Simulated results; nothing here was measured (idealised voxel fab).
Process module under the name voxel capacitor over wiring
Square cells of 5 nm make up the cross-section cut, whose width is 245 nm.
Cross-section layout: square cells on a grid; listed as bands, top to bottom; a band spans one or more cell rows. Each band's line starts with the height of the band's top and of its bottom, in nm. Then come its materials from left to right, each with its width in nm. One material with "edge to edge" fills the band from edge to edge. "empty" is empty space. Note: height 0 marks the level under which the wafer is uniformly one material as received. Lowest band unbounded below, written "0 and below". Graded width ("30 to 40"): value in top row of band = first number; value in bottom row = second number; row-to-row change constant. Where a step carries "left unchanged", the cross-section came out of it unchanged, cell for cell. "Enclosed voids": empty spaces of 8 cells or more with no open way to the top, each given as width x height at distance, distance from the left edge, all in nm. Past the settings on a step's line: simulator remark, on that step. "overlay nm" on a masked step: distance the mask lay right of its planned place, negative for left.
# The process steps that were planned are listed below
1,RECEIVE with material Si
2,CONFORMAL_DEP with material SiO2, thk nm 15
3,CONFORMAL_DEP with material SiN, thk nm 5
4,DIRECTIONAL_DEP with material SiO2, thk nm 20
5,DIRECTIONAL_DEP with material aC, thk nm 10
6,PATTERN with tone open, mask id METAL_1, material resist, width nm 25, pitch nm 90, thk nm 25, overlay nm 0
7,DIRECTIONAL_ETCH with etch materials aC, depth nm 10
8,STRIP with etch materials resist
9,DIRECTIONAL_ETCH with etch materials SiO2, depth nm 20
10,DIRECTIONAL_ETCH with etch materials SiN, depth nm 5
11,STRIP with etch materials aC
12,CONFORMAL_DEP with material TiN, thk nm 5
13,FILL_DEP with material W, thk nm 10
14,CMP with height nm 40
15,CONFORMAL_DEP with material SiCN, thk nm 5
16,DIRECTIONAL_DEP with material lowk, thk nm 20
17,MASKED_ETCH with tone open, mask id PLUG_1, width nm 15, etch materials lowk, depth nm 20, overlay nm 0
18,MASKED_ETCH with tone open, mask id PLUG_1, width nm 15, etch materials SiCN, depth nm 5, overlay nm 0
19,CONFORMAL_DEP with material TiN, thk nm 5
20,FILL_DEP with material W, thk nm 5
21,CMP with height nm 65
22,DIRECTIONAL_DEP with material TiN, thk nm 10
23,DIRECTIONAL_DEP with material HfO2, thk nm 5
24,DIRECTIONAL_DEP with material TiN, thk nm 10
25,DIRECTIONAL_DEP with material aC, thk nm 15
26,PATTERN with tone cover, mask id UPPER_PLATE, material resist, width nm 70, thk nm 30, overlay nm 0
27,DIRECTIONAL_ETCH with etch materials aC, depth nm 15
28,STRIP with etch materials resist
29,DIRECTIONAL_ETCH with etch materials TiN, depth nm 10
30,DIRECTIONAL_ETCH with etch materials HfO2, depth nm 5
31,STRIP with etch materials aC
32,DIRECTIONAL_DEP with material aC, thk nm 15
33,PATTERN with tone cover, mask id LOWER_PLATE, material resist, width nm 80, thk nm 30, overlay nm 0
34,DIRECTIONAL_ETCH with etch materials aC, depth nm 15
35,STRIP with etch materials resist
36,DIRECTIONAL_ETCH with etch materials TiN, depth nm 10
37,STRIP with etch materials aC
38,FILL_DEP with material SiO2, thk nm 15
39,CMP with height nm 100
40,DIRECTIONAL_DEP with material aC, thk nm 15
41,PATTERN with tone open, mask id PLUG_2, material resist, width nm 15, thk nm 35, overlay nm 0
42,DIRECTIONAL_ETCH with etch materials aC, depth nm 15
43,STRIP with etch materials resist
44,DIRECTIONAL_ETCH with etch materials SiO2, depth nm 10
45,STRIP with etch materials aC
46,CONFORMAL_DEP with material TiN, thk nm 5
47,FILL_DEP with material Ru, thk nm 10
48,CMP with height nm 100
49,CONFORMAL_DEP with material SiN, thk nm 5
# Cross-section of the wafer as it came to us, i.e., already through step 1
0 and below  Si edge to edge
Enclosed voids: none
# As-planned run: cross-section of the first of two wafers at end of module
105 down to 100  SiN edge to edge
100 down to 95  SiO2 85 nm, TiN 5 nm, Ru 5 nm, TiN 5 nm, SiO2 145 nm
95 down to 90  SiO2 85 nm, TiN 15 nm, SiO2 145 nm
90 down to 80  SiO2 75 nm, TiN 70 nm, SiO2 100 nm
80 down to 75  SiO2 75 nm, HfO2 70 nm, SiO2 100 nm
75 down to 65  SiO2 70 nm, TiN 80 nm, SiO2 95 nm
65 down to 45  lowk 75 nm, TiN 5 nm, W 5 nm, TiN 5 nm, lowk 155 nm
45 down to 40  SiCN 75 nm, TiN 15 nm, SiCN 155 nm
40 down to 20  SiO2 65 nm, TiN 5 nm, W 15 nm, TiN 5 nm, SiO2 65 nm, TiN 5 nm, W 15 nm, TiN 5 nm, SiO2 65 nm
20 down to 15  SiN 65 nm, TiN 25 nm, SiN 65 nm, TiN 25 nm, SiN 65 nm
15 down to 0  SiO2 edge to edge
0 and below  Si edge to edge
Enclosed voids: none
# The second wafer, shown in cross-section after the module: started the same way as the first and given the same plan, yet one mistake crept into how it was run
105 down to 100  SiN edge to edge
100 down to 95  SiO2 85 nm, TiN 5 nm, Ru 5 nm, TiN 5 nm, SiO2 145 nm
95 down to 90  SiO2 85 nm, TiN 15 nm, SiO2 145 nm
90 down to 80  SiO2 75 nm, TiN 70 nm, SiO2 100 nm
80 down to 75  SiO2 75 nm, HfO2 70 nm, SiO2 100 nm
75 down to 65  SiO2 70 nm, TiN 80 nm, SiO2 95 nm
65 down to 45  lowk 75 nm, TiN 5 nm, W 5 nm, TiN 5 nm, lowk 155 nm
45 down to 40  SiCN 75 nm, TiN 15 nm, SiCN 155 nm
40 down to 35  SiN 65 nm, TiN 25 nm, SiN 65 nm, TiN 25 nm, SiN 65 nm
35 down to 0  SiO2 edge to edge
0 and below  Si edge to edge
Enclosed voids: none
Which mistake was made when the wafer was run? steps 3 and 4 got flipped, so each one ran where the other should have
Final comparison by cell count, materials where the second wafer has more or fewer than the first: 40 more of SiO2, 16 fewer of TiN, 24 fewer of W
